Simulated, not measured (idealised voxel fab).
A process module follows: voxel transistor to metal.
170 nm wide, 5 nm square cells: that's cross-section cut.
A cross-section is a grid of square cells, given in bands from the top down. A band is one or more rows of cells. Band: top and bottom heights (nm) first, top before bottom; then materials from left to right, widths in nm. "all across" marks a sole material filling the band edge to edge. "blank" denotes empty space. Basically, 0 is our baseline, since under it the wafer straight out of the box is all one material. The bottom band has no lower end and keeps on going down, so it looks like "0..down". So if you see something like "30..40" for the width, read it as the top row of the band sitting at the first number and the bottom row at the second, with every row in between moving by the same amount as the last. Key: "no modification" - step with no changed cell in the cross-section. What "Closed cavities" gives you is every empty space of 8 cells or more that is cut off from the top. Each appears as width x height at distance, with the distance taken from the left edge and width, height and distance all in nm. Past the settings on a step's line: simulator remark, on that step. overlay nm: step with mask; distance mask lay right of planned place; negative value = left of planned place.
Listed below are the process steps as planned
1) RECEIVE (material Si)
2) CONFORMAL_DEP (material SiO2; thk nm 5)
3) CONFORMAL_DEP (material SiN; thk nm 10)
4) DIRECTIONAL_DEP (material aC; thk nm 10)
5) PATTERN (tone cover; mask id ACTIVE; material resist; width nm 110; thk nm 25; overlay nm 0)
6) DIRECTIONAL_ETCH (etch materials aC; depth nm 10)
7) STRIP (etch materials resist)
8) DIRECTIONAL_ETCH (etch materials SiN; depth nm 10)
9) DIRECTIONAL_ETCH (etch materials SiO2; depth nm 5)
10) DIRECTIONAL_ETCH (etch materials Si; depth nm 20)
11) STRIP (etch materials aC)
12) FILL_DEP (material SiO2; thk nm 15)
13) CMP (height nm 15)
14) SELECTIVE_ETCH (etch materials SiO2; depth nm 5)
15) STRIP (etch materials SiN)
16) SELECTIVE_ETCH (etch materials SiO2; depth nm 5)
17) OXIDIZE (depth nm 5)
18) DIRECTIONAL_DEP (material polySi; thk nm 30)
19) DIRECTIONAL_DEP (material SiCN; thk nm 15)
20) MASKED_ETCH (tone cover; mask id GATE; width nm 30; etch materials SiCN; depth nm 25; overlay nm 0)
21) MASKED_ETCH (tone cover; mask id GATE; width nm 30; etch materials polySi; depth nm 40; overlay nm 0)
22) CONFORMAL_DEP (material SiN; thk nm 5)
23) DIRECTIONAL_ETCH (etch materials SiN; depth nm 5)
24) DIRECTIONAL_ETCH (etch materials SiO2; depth nm 5)
25) DIRECTIONAL_ETCH (etch materials Si; depth nm 15)
26) EPI (material pSi; thk nm 15)
27) FILL_DEP (material SiO2; thk nm 10)
28) CMP (height nm 30)
29) STRIP (etch materials polySi)
30) SELECTIVE_ETCH (etch materials SiO2; depth nm 5)
31) CONFORMAL_DEP (material HfO2; thk nm 5)
32) CONFORMAL_DEP (material TiN; thk nm 5)
33) FILL_DEP (material W; thk nm 5)
34) CMP (height nm 25)
35) DIRECTIONAL_DEP (material SiO2; thk nm 10)
36) PATTERN (tone open; mask id CONTACT; material resist; width nm 15; pitch nm 75; thk nm 20; overlay nm 0)
37) DIRECTIONAL_ETCH (etch materials SiO2; depth nm 40)
38) STRIP (etch materials resist)
39) CONFORMAL_DEP (material TiN; thk nm 5)
40) FILL_DEP (material Ru; thk nm 10)
41) CMP (height nm 35)
42) DIRECTIONAL_DEP (material TiN; thk nm 5)
43) DIRECTIONAL_DEP (material W; thk nm 25)
44) DIRECTIONAL_DEP (material aC; thk nm 15)
45) PATTERN (tone cover; mask id METAL_1; material resist; width nm 15; pitch nm 75; thk nm 30; overlay nm 0)
46) DIRECTIONAL_ETCH (etch materials aC; depth nm 15)
47) STRIP (etch materials resist)
48) DIRECTIONAL_ETCH (etch materials W; depth nm 25)
49) DIRECTIONAL_ETCH (etch materials TiN; depth nm 5)
50) STRIP (etch materials aC)
51) CONFORMAL_DEP (material SiCN; thk nm 5)
52) FILL_DEP (material lowk; thk nm 10)
53) CMP (height nm 65)
54) CONFORMAL_DEP (material SiCN; thk nm 5)
First wafer out of two, processed as planned
The cross-section here shows the wafer as received, i.e. in its state after step 1
* 0..down | Si all across
* Closed cavities: none
Presented here is a cross-section of the wafer after step 2 has been performed
* 5..0 | SiO2 all across
* Lower than 0, everything is as it was.
Presented here is a cross-section of the wafer after step 3 has been performed
* 15..5 | SiN all across
* Lower than 5, everything is as it was.
Presented here is a cross-section of the wafer after step 4 has been performed
* 25..15 | aC all across
* Lower than 15, everything is as it was.
Presented here is a cross-section of the wafer after step 5 has been performed
* 50..25 | blank (30), resist (110), blank (30)
* Lower than 25, everything is as it was.
Presented here is a cross-section of the wafer after step 6 has been performed
* 40..25 | blank (30), resist (110), blank (30)
* 25..15 | blank (30), aC (110), blank (30)
* Lower than 15, everything is as it was.
Presented here is a cross-section of the wafer after step 7 has been performed
* 25..15 | blank (30), aC (110), blank (30)
* Lower than 15, everything is as it was.
Presented here is a cross-section of the wafer after step 8 has been performed
* 25..15 | blank (30), aC (110), blank (30)
* 15..5 | blank (30), SiN (110), blank (30)
* Lower than 5, everything is as it was.
Presented here is a cross-section of the wafer after step 9 has been performed
* 25..15 | blank (30), aC (110), blank (30)
* 15..5 | blank (30), SiN (110), blank (30)
* 5..0 | blank (30), SiO2 (110), blank (30)
* Lower than 0, everything is as it was.
Presented here is a cross-section of the wafer after step 10 has been performed
* 25..15 | blank (30), aC (110), blank (30)
* 15..5 | blank (30), SiN (110), blank (30)
* 5..0 | blank (30), SiO2 (110), blank (30)
* 0..-20 | blank (30), Si (110), blank (30)
* Lower than -20, everything is as it was.
Presented here is a cross-section of the wafer after step 11 has been performed
* 15..5 | blank (30), SiN (110), blank (30)
* Lower than 5, everything is as it was.
Presented here is a cross-section of the wafer after step 12 has been performed
* 30..15 | SiO2 all across
* 15..5 | SiO2 (30), SiN (110), SiO2 (30)
* 5..0 | SiO2 all across
* 0..-20 | SiO2 (30), Si (110), SiO2 (30)
* Lower than -20, everything is as it was.
Presented here is a cross-section of the wafer after step 13 has been performed
* 15..5 | SiO2 (30), SiN (110), SiO2 (30)
* Lower than 5, everything is as it was.
Presented here is a cross-section of the wafer after step 14 has been performed
* 15..10 | blank (30), SiN (110), blank (30)
* Lower than 10, everything is as it was.
Presented here is a cross-section of the wafer after step 15 has been performed
* 10..5 | SiO2 (30), blank (110), SiO2 (30)
* Lower than 5, everything is as it was.
Presented here is a cross-section of the wafer after step 16 has been performed
* 5..0 | SiO2 (25), blank (120), SiO2 (25)
* Lower than 0, everything is as it was.
Presented here is a cross-section of the wafer after step 17 has been performed
* 5..0 | SiO2 (25), blank (120), SiO2 (25)
* 0..-5 | SiO2 all across
* Lower than -5, everything is as it was.
Presented here is a cross-section of the wafer after step 18 has been performed
* 35..30 | polySi (25), blank (120), polySi (25)
* 30..5 | polySi all across
* 5..0 | SiO2 (25), polySi (120), SiO2 (25)
* Lower than 0, everything is as it was.
Presented here is a cross-section of the wafer after step 19 has been performed
* 50..45 | SiCN (25), blank (120), SiCN (25)
* 45..35 | SiCN all across
* 35..30 | polySi (25), SiCN (120), polySi (25)
* Lower than 30, everything is as it was.
Presented here is a cross-section of the wafer after step 20 has been performed
* 45..35 | blank (70), SiCN (30), blank (70)
* 35..30 | polySi (25), blank (45), SiCN (30), blank (45), polySi (25)
* Lower than 30, everything is as it was.
Presented here is a cross-section of the wafer after step 21 has been performed
* 45..30 | blank (70), SiCN (30), blank (70)
* 30..5 | blank (70), polySi (30), blank (70)
* 5..0 | SiO2 (25), blank (45), polySi (30), blank (45), SiO2 (25)
* Lower than 0, everything is as it was.
Presented here is a cross-section of the wafer after step 22 has been performed
* 50..45 | blank (65), SiN (40), blank (65)
* 45..30 | blank (65), SiN (5), SiCN (30), SiN (5), blank (65)
* 30..10 | blank (65), SiN (5), polySi (30), SiN (5), blank (65)
* 10..5 | SiN (30), blank (35), SiN (5), polySi (30), SiN (5), blank (35), SiN (30)
* 5..0 | SiO2 (25), SiN (45), polySi (30), SiN (45), SiO2 (25)
* Lower than 0, everything is as it was.
Presented here is a cross-section of the wafer after step 23 has been performed
* 45..30 | blank (65), SiN (5), SiCN (30), SiN (5), blank (65)
* 30..5 | blank (65), SiN (5), polySi (30), SiN (5), blank (65)
* 5..0 | SiO2 (25), SiN (5), blank (35), SiN (5), polySi (30), SiN (5), blank (35), SiN (5), SiO2 (25)
* Lower than 0, everything is as it was.
Presented here is a cross-section of the wafer after step 24 has been performed
* 45..30 | blank (65), SiN (5), SiCN (30), SiN (5), blank (65)
* 30..5 | blank (65), SiN (5), polySi (30), SiN (5), blank (65)
* 5..0 | blank (25), SiN (5), blank (35), SiN (5), polySi (30), SiN (5), blank (35), SiN (5), blank (25)
* 0..-5 | SiO2 (30), blank (35), SiO2 (40), blank (35), SiO2 (30)
* Lower than -5, everything is as it was.
Presented here is a cross-section of the wafer after step 25 has been performed
* 45..30 | blank (65), SiN (5), SiCN (30), SiN (5), blank (65)
* 30..5 | blank (65), SiN (5), polySi (30), SiN (5), blank (65)
* 5..0 | blank (25), SiN (5), blank (35), SiN (5), polySi (30), SiN (5), blank (35), SiN (5), blank (25)
* 0..-5 | SiO2 (30), blank (35), SiO2 (40), blank (35), SiO2 (30)
* -5..-20 | SiO2 (30), blank (35), Si (40), blank (35), SiO2 (30)
* Lower than -20, everything is as it was.
Presented here is a cross-section of the wafer after step 26 has been performed
* 45..30 | blank (65), SiN (5), SiCN (30), SiN (5), blank (65)
* 30..10 | blank (65), SiN (5), polySi (30), SiN (5), blank (65)
* 10..5 | blank (50), pSi (15), SiN (5), polySi (30), SiN (5), pSi (15), blank (50)
* 5..0 | blank (25), SiN (5), blank (20), pSi (15), SiN (5), polySi (30), SiN (5), pSi (15), blank (20), SiN (5), blank (25)
* 0..-5 | SiO2 (30), blank (20), pSi (15), SiO2 (40), pSi (15), blank (20), SiO2 (30)
* -5..-20 | SiO2 (30), pSi (35), Si (40), pSi (35), SiO2 (30)
* Lower than -20, everything is as it was.
Presented here is a cross-section of the wafer after step 27 has been performed
* 55..45 | SiO2 all across
* 45..30 | SiO2 (65), SiN (5), SiCN (30), SiN (5), SiO2 (65)
* 30..10 | SiO2 (65), SiN (5), polySi (30), SiN (5), SiO2 (65)
* 10..5 | SiO2 (50), pSi (15), SiN (5), polySi (30), SiN (5), pSi (15), SiO2 (50)
* 5..0 | SiO2 (25), SiN (5), SiO2 (20), pSi (15), SiN (5), polySi (30), SiN (5), pSi (15), SiO2 (20), SiN (5), SiO2 (25)
* 0..-5 | SiO2 (50), pSi (15), SiO2 (40), pSi (15), SiO2 (50)
* Lower than -5, everything is as it was.
Presented here is a cross-section of the wafer after step 28 has been performed
* 30..10 | SiO2 (65), SiN (5), polySi (30), SiN (5), SiO2 (65)
* Lower than 10, everything is as it was.
Presented here is a cross-section of the wafer after step 29 has been performed
* 30..10 | SiO2 (65), SiN (5), blank (30), SiN (5), SiO2 (65)
* 10..5 | SiO2 (50), pSi (15), SiN (5), blank (30), SiN (5), pSi (15), SiO2 (50)
* 5..0 | SiO2 (25), SiN (5), SiO2 (20), pSi (15), SiN (5), blank (30), SiN (5), pSi (15), SiO2 (20), SiN (5), SiO2 (25)
* Lower than 0, everything is as it was.
Presented here is a cross-section of the wafer after step 30 has been performed
* 30..25 | blank (65), SiN (5), blank (30), SiN (5), blank (65)
* 25..10 | SiO2 (65), SiN (5), blank (30), SiN (5), SiO2 (65)
* 10..5 | SiO2 (50), pSi (15), SiN (5), blank (30), SiN (5), pSi (15), SiO2 (50)
* 5..0 | SiO2 (25), SiN (5), SiO2 (20), pSi (15), SiN (5), blank (30), SiN (5), pSi (15), SiO2 (20), SiN (5), SiO2 (25)
* 0..-5 | SiO2 (50), pSi (15), blank (40), pSi (15), SiO2 (50)
* Lower than -5, everything is as it was.
Presented here is a cross-section of the wafer after step 31 has been performed
* 35..30 | blank (60), HfO2 (15), blank (20), HfO2 (15), blank (60)
* 30..25 | HfO2 (65), SiN (5), HfO2 (5), blank (20), HfO2 (5), SiN (5), HfO2 (65)
* 25..10 | SiO2 (65), SiN (5), HfO2 (5), blank (20), HfO2 (5), SiN (5), SiO2 (65)
* 10..5 | SiO2 (50), pSi (15), SiN (5), HfO2 (5), blank (20), HfO2 (5), SiN (5), pSi (15), SiO2 (50)
* 5..0 | SiO2 (25), SiN (5), SiO2 (20), pSi (15), SiN (5), HfO2 (5), blank (20), HfO2 (5), SiN (5), pSi (15), SiO2 (20), SiN (5), SiO2 (25)
* 0..-5 | SiO2 (50), pSi (15), HfO2 (40), pSi (15), SiO2 (50)
* Lower than -5, everything is as it was.
Presented here is a cross-section of the wafer after step 32 has been performed
* 40..35 | blank (55), TiN (25), blank (10), TiN (25), blank (55)
* 35..30 | TiN (60), HfO2 (15), TiN (5), blank (10), TiN (5), HfO2 (15), TiN (60)
* 30..25 | HfO2 (65), SiN (5), HfO2 (5), TiN (5), blank (10), TiN (5), HfO2 (5), SiN (5), HfO2 (65)
* 25..10 | SiO2 (65), SiN (5), HfO2 (5), TiN (5), blank (10), TiN (5), HfO2 (5), SiN (5), SiO2 (65)
* 10..5 | SiO2 (50), pSi (15), SiN (5), HfO2 (5), TiN (5), blank (10), TiN (5), HfO2 (5), SiN (5), pSi (15), SiO2 (50)
* 5..0 | SiO2 (25), SiN (5), SiO2 (20), pSi (15), SiN (5), HfO2 (5), TiN (20), HfO2 (5), SiN (5), pSi (15), SiO2 (20), SiN (5), SiO2 (25)
* Lower than 0, everything is as it was.
Presented here is a cross-section of the wafer after step 33 has been performed
* 45..40 | W all across
* 40..35 | W (55), TiN (25), W (10), TiN (25), W (55)
* 35..30 | TiN (60), HfO2 (15), TiN (5), W (10), TiN (5), HfO2 (15), TiN (60)
* 30..25 | HfO2 (65), SiN (5), HfO2 (5), TiN (5), W (10), TiN (5), HfO2 (5), SiN (5), HfO2 (65)
* 25..10 | SiO2 (65), SiN (5), HfO2 (5), TiN (5), W (10), TiN (5), HfO2 (5), SiN (5), SiO2 (65)
* 10..5 | SiO2 (50), pSi (15), SiN (5), HfO2 (5), TiN (5), W (10), TiN (5), HfO2 (5), SiN (5), pSi (15), SiO2 (50)
* Lower than 5, everything is as it was.
Presented here is a cross-section of the wafer after step 34 has been performed
* 25..10 | SiO2 (65), SiN (5), HfO2 (5), TiN (5), W (10), TiN (5), HfO2 (5), SiN (5), SiO2 (65)
* Lower than 10, everything is as it was.
Presented here is a cross-section of the wafer after step 35 has been performed
* 35..25 | SiO2 all across
* Lower than 25, everything is as it was.
Presented here is a cross-section of the wafer after step 36 has been performed
* 55..35 | resist (40), blank (15), resist (60), blank (15), resist (40)
* Lower than 35, everything is as it was.
Presented here is a cross-section of the wafer after step 37 has been performed
* 55..35 | resist (40), blank (15), resist (60), blank (15), resist (40)
* 35..25 | SiO2 (40), blank (15), SiO2 (60), blank (15), SiO2 (40)
* 25..10 | SiO2 (40), blank (15), SiO2 (10), SiN (5), HfO2 (5), TiN (5), W (10), TiN (5), HfO2 (5), SiN (5), SiO2 (10), blank (15), SiO2 (40)
* 10..5 | SiO2 (40), blank (10), pSi (15), SiN (5), HfO2 (5), TiN (5), W (10), TiN (5), HfO2 (5), SiN (5), pSi (15), blank (10), SiO2 (40)
* 5..0 | SiO2 (25), SiN (5), SiO2 (10), blank (10), pSi (15), SiN (5), HfO2 (5), TiN (20), HfO2 (5), SiN (5), pSi (15), blank (10), SiO2 (10), SiN (5), SiO2 (25)
* 0..-5 | SiO2 (40), blank (10), pSi (15), HfO2 (40), pSi (15), blank (10), SiO2 (40)
* Lower than -5, everything is as it was.
Presented here is a cross-section of the wafer after step 38 has been performed
* 35..25 | SiO2 (40), blank (15), SiO2 (60), blank (15), SiO2 (40)
* Lower than 25, everything is as it was.
Presented here is a cross-section of the wafer after step 39 has been performed
* 40..35 | TiN (45), blank (5), TiN (70), blank (5), TiN (45)
* 35..25 | SiO2 (40), TiN (5), blank (5), TiN (5), SiO2 (60), TiN (5), blank (5), TiN (5), SiO2 (40)
* 25..15 | SiO2 (40), TiN (5), blank (5), TiN (5), SiO2 (10), SiN (5), HfO2 (5), TiN (5), W (10), TiN (5), HfO2 (5), SiN (5), SiO2 (10), TiN (5), blank (5), TiN (5), SiO2 (40)
* 15..10 | SiO2 (40), TiN (15), SiO2 (10), SiN (5), HfO2 (5), TiN (5), W (10), TiN (5), HfO2 (5), SiN (5), SiO2 (10), TiN (15), SiO2 (40)
* 10..5 | SiO2 (40), TiN (10), pSi (15), SiN (5), HfO2 (5), TiN (5), W (10), TiN (5), HfO2 (5), SiN (5), pSi (15), TiN (10), SiO2 (40)
* 5..0 | SiO2 (25), SiN (5), SiO2 (10), TiN (10), pSi (15), SiN (5), HfO2 (5), TiN (20), HfO2 (5), SiN (5), pSi (15), TiN (10), SiO2 (10), SiN (5), SiO2 (25)
* 0..-5 | SiO2 (40), TiN (10), pSi (15), HfO2 (40), pSi (15), TiN (10), SiO2 (40)
* Lower than -5, everything is as it was.
Presented here is a cross-section of the wafer after step 40 has been performed
* 50..40 | Ru all across
* 40..35 | TiN (45), Ru (5), TiN (70), Ru (5), TiN (45)
* 35..25 | SiO2 (40), TiN (5), Ru (5), TiN (5), SiO2 (60), TiN (5), Ru (5), TiN (5), SiO2 (40)
* 25..15 | SiO2 (40), TiN (5), Ru (5), TiN (5), SiO2 (10), SiN (5), HfO2 (5), TiN (5), W (10), TiN (5), HfO2 (5), SiN (5), SiO2 (10), TiN (5), Ru (5), TiN (5), SiO2 (40)
* Lower than 15, everything is as it was.
Presented here is a cross-section of the wafer after step 41 has been performed
* 35..25 | SiO2 (40), TiN (5), Ru (5), TiN (5), SiO2 (60), TiN (5), Ru (5), TiN (5), SiO2 (40)
* Lower than 25, everything is as it was.
Presented here is a cross-section of the wafer after step 42 has been performed
* 40..35 | TiN all across
* Lower than 35, everything is as it was.
Presented here is a cross-section of the wafer after step 43 has been performed
* 65..40 | W all across
* Lower than 40, everything is as it was.
Presented here is a cross-section of the wafer after step 44 has been performed
* 80..65 | aC all across
* Lower than 65, everything is as it was.
Presented here is a cross-section of the wafer after step 45 has been performed
* 110..80 | blank (40), resist (15), blank (60), resist (15), blank (40)
* Lower than 80, everything is as it was.
Presented here is a cross-section of the wafer after step 46 has been performed
* 95..80 | blank (40), resist (15), blank (60), resist (15), blank (40)
* 80..65 | blank (40), aC (15), blank (60), aC (15), blank (40)
* Lower than 65, everything is as it was.
Presented here is a cross-section of the wafer after step 47 has been performed
* 80..65 | blank (40), aC (15), blank (60), aC (15), blank (40)
* Lower than 65, everything is as it was.
Presented here is a cross-section of the wafer after step 48 has been performed
* 80..65 | blank (40), aC (15), blank (60), aC (15), blank (40)
* 65..40 | blank (40), W (15), blank (60), W (15), blank (40)
* Lower than 40, everything is as it was.
Presented here is a cross-section of the wafer after step 49 has been performed
* 80..65 | blank (40), aC (15), blank (60), aC (15), blank (40)
* 65..40 | blank (40), W (15), blank (60), W (15), blank (40)
* 40..35 | blank (40), TiN (15), blank (60), TiN (15), blank (40)
* Lower than 35, everything is as it was.
Presented here is a cross-section of the wafer after step 50 has been performed
* 65..40 | blank (40), W (15), blank (60), W (15), blank (40)
* Lower than 40, everything is as it was.
Presented here is a cross-section of the wafer after step 51 has been performed
* 70..65 | blank (35), SiCN (25), blank (50), SiCN (25), blank (35)
* 65..40 | blank (35), SiCN (5), W (15), SiCN (5), blank (50), SiCN (5), W (15), SiCN (5), blank (35)
* 40..35 | SiCN (40), TiN (15), SiCN (60), TiN (15), SiCN (40)
* Lower than 35, everything is as it was.
Presented here is a cross-section of the wafer after step 52 has been performed
* 80..70 | lowk all across
* 70..65 | lowk (35), SiCN (25), lowk (50), SiCN (25), lowk (35)
* 65..40 | lowk (35), SiCN (5), W (15), SiCN (5), lowk (50), SiCN (5), W (15), SiCN (5), lowk (35)
* Lower than 40, everything is as it was.
Presented here is a cross-section of the wafer after step 53 has been performed
* 65..40 | lowk (35), SiCN (5), W (15), SiCN (5), lowk (50), SiCN (5), W (15), SiCN (5), lowk (35)
* Lower than 40, everything is as it was.
Presented here is a cross-section of the wafer after step 54 has been performed
* 70..65 | SiCN all across
* Lower than 65, everything is as it was.
The remaining wafer, second of the two, started like the first and was run to the same plan, except that one mistake was made along the way; the two coincide through step 44, inclusive
Second wafer, section view, time point: scheduled end of step 45
* 110..80 | blank (30), resist (15), blank (60), resist (15), blank (50)
* Lower than 80, everything is as it was.
Second wafer, section view, time point: scheduled end of step 46
* 95..80 | blank (30), resist (15), blank (60), resist (15), blank (50)
* 80..65 | blank (30), aC (15), blank (60), aC (15), blank (50)
* Lower than 65, everything is as it was.
Second wafer, section view, time point: scheduled end of step 47
* 80..65 | blank (30), aC (15), blank (60), aC (15), blank (50)
* Lower than 65, everything is as it was.
Second wafer, section view, time point: scheduled end of step 48
* 80..65 | blank (30), aC (15), blank (60), aC (15), blank (50)
* 65..40 | blank (30), W (15), blank (60), W (15), blank (50)
* Lower than 40, everything is as it was.
Second wafer, section view, time point: scheduled end of step 49
* 80..65 | blank (30), aC (15), blank (60), aC (15), blank (50)
* 65..40 | blank (30), W (15), blank (60), W (15), blank (50)
* 40..35 | blank (30), TiN (15), blank (60), TiN (15), blank (50)
* Lower than 35, everything is as it was.
Second wafer, section view, time point: scheduled end of step 50
* 65..40 | blank (30), W (15), blank (60), W (15), blank (50)
* Lower than 40, everything is as it was.
Second wafer, section view, time point: scheduled end of step 51
* 70..65 | blank (25), SiCN (25), blank (50), SiCN (25), blank (45)
* 65..40 | blank (25), SiCN (5), W (15), SiCN (5), blank (50), SiCN (5), W (15), SiCN (5), blank (45)
* 40..35 | SiCN (30), TiN (15), SiCN (60), TiN (15), SiCN (50)
* Lower than 35, everything is as it was.
Second wafer, section view, time point: scheduled end of step 52
* 80..70 | lowk all across
* 70..65 | lowk (25), SiCN (25), lowk (50), SiCN (25), lowk (45)
* 65..40 | lowk (25), SiCN (5), W (15), SiCN (5), lowk (50), SiCN (5), W (15), SiCN (5), lowk (45)
* Lower than 40, everything is as it was.
Second wafer, section view, time point: scheduled end of step 53
* 65..40 | lowk (25), SiCN (5), W (15), SiCN (5), lowk (50), SiCN (5), W (15), SiCN (5), lowk (45)
* Lower than 40, everything is as it was.
Second wafer, section view, time point: scheduled end of step 54
* 70..65 | SiCN all across
* Lower than 65, everything is as it was.
Where did the run depart from the plan? step 45, actual vs plan mismatch, actual run PATTERN (tone cover; mask id METAL_1; material resist; width nm 15; pitch nm 75; thk nm 30; overlay nm -10)
At the end, the second wafer has the same number of cells of each material as the first, but those cells sit in other places.
